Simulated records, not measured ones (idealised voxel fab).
process module | voxel local oxidation
cross-section cut | 235 nm wide | cells 5 nm
A cross-section is a grid of square cells, given in bands from the top down. A band is one or more rows of cells.
Each band's line starts with the height of the band's top and of its bottom, in nm. Then come its materials from left to right, each with its width in nm. One material with "throughout" fills the band from edge to edge. "air" is empty space.
Height 0 is the level under which the wafer as received is all one material. The lowest band goes on downwards, as in "0 down".
A width such as "30 to 40" changes by the same amount from each row of cells to the next, from the band's top row to its bottom row.
"no change" after a step means that no cell of the cross-section changed.
closed voids: empty space of 8 cells or more with no open way to the top, each as width x height at its distance from the left edge, in nm
after a step's settings: what the simulator itself notes on the step
overlay nm, on a step with a mask: how far to the right of its planned place the mask lay; to the left if negative
plan
1 op RECEIVE | material Si
2 op OXIDIZE | depth nm 5
3 op CONFORMAL_DEP | material SiN | thk nm 15
4 op PATTERN | tone cover | mask id ACTIVE | material resist | width nm 130 | thk nm 20 | overlay nm 0
5 op DIRECTIONAL_ETCH | etch materials SiN | depth nm 15
6 op STRIP | etch materials resist
7 op SELECTIVE_ETCH | etch materials SiO2 | depth nm 5
8 op OXIDIZE | depth nm 10
9 op STRIP | etch materials SiN
as received, after step 1
  0 down: Si throughout
  closed voids: none
a wafer at the end: this start, this plan, one mistake
  0 to -5: air 60 | SiO2 120 | air 55
  -5 to -15: SiO2 70 | Si 100 | SiO2 65
  -15 down: Si throughout
  closed voids: none
what went wrong: step 4 ran as: op PATTERN | tone cover | mask id ACTIVE | material resist | width nm 130 | thk nm 20 | overlay nm 5
